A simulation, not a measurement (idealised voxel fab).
Presented below is a process module, voxel ribs on slabs.
Pictured: cross-section cut, 200 nm wide, on a grid of 5 nm square cells.
Just so we're on the same page, the cross-sections are grids of square cells, and they're listed out in bands top to bottom, each band one or more rows deep. The entry gives the band's vertical extent as a top height and a bottom height in nm, then its horizontal make-up as materials from left to right, each with a width in nm. "blank" stands for empty space; a single material marked "edge to edge" fills the band edge to edge. Heights are measured from 0, the level below which the as-received wafer is all one material; the lowest band has no bottom and continues downward, written as in "0..down". It should be noted that a width expressed as "30..40" varies in equal increments from row to row of cells within the band, taking the value of the first number at the top row and that of the second number at the bottom row. You'll sometimes find "nothing got changed" written for a step, and that's the way of saying that nowhere in the cross-section did a cell change during that step. Entry "Voids lacking openings". Content: empty spaces with no open connection to the top, size 8 cells or greater. Each: width x height at distance. Distance: from left edge. Unit: nm. On a step's line, text after the settings is the simulator commenting on that step. The line of a step may include "overlay nm". On a step with a mask, this value is how far to the right of its planned place the mask lay. A negative value means the mask lay to the left.
PROCESS STEPS - PLAN
step 1: RECEIVE [material Si]
step 2: DIRECTIONAL_DEP [material SiO2] [thk nm 20]
step 3: DIRECTIONAL_DEP [material polySi] [thk nm 15]
step 4: DIRECTIONAL_DEP [material aC] [thk nm 10]
step 5: PATTERN [tone cover] [mask id RIB] [material resist] [width nm 30] [thk nm 30] [overlay nm 0]
step 6: DIRECTIONAL_ETCH [etch materials aC] [depth nm 10]
step 7: STRIP [etch materials resist]
step 8: DIRECTIONAL_ETCH [etch materials polySi] [depth nm 10]
step 9: STRIP [etch materials aC]
step 10: MASKED_ETCH [tone cover] [mask id SLAB] [width nm 60] [etch materials polySi] [depth nm 5] [overlay nm 0]
step 11: FILL_DEP [material SiO2] [thk nm 20]
step 12: CMP [height nm 45]
step 13: DIRECTIONAL_DEP [material TiN] [thk nm 10]
step 14: DIRECTIONAL_DEP [material aC] [thk nm 10]
step 15: PATTERN [tone cover] [mask id HEATER] [material resist] [width nm 40] [thk nm 30] [overlay nm 0]
step 16: DIRECTIONAL_ETCH [etch materials aC] [depth nm 10]
step 17: STRIP [etch materials resist]
step 18: DIRECTIONAL_ETCH [etch materials TiN] [depth nm 10]
step 19: STRIP [etch materials aC]
step 20: CONFORMAL_DEP [material SiO2] [thk nm 5]
CROSS-SECTION: WAFER ON ARRIVAL = AFTER STEP 1
* 0..down | Si edge to edge
* Voids lacking openings: none
POST-MODULE CROSS-SECTION: IDENTICAL START AND PLAN TO THOSE ABOVE, ONE MISSTEP IN EXECUTION
* 55..45 | blank (80), TiN (40), blank (80)
* 45..35 | SiO2 edge to edge
* 35..25 | SiO2 (85), polySi (30), SiO2 (85)
* 25..20 | SiO2 (70), polySi (60), SiO2 (70)
* 20..0 | SiO2 edge to edge
* 0..down | Si edge to edge
* Voids lacking openings: none
Diagnosis: step 20 of the plan: omitted, not performed
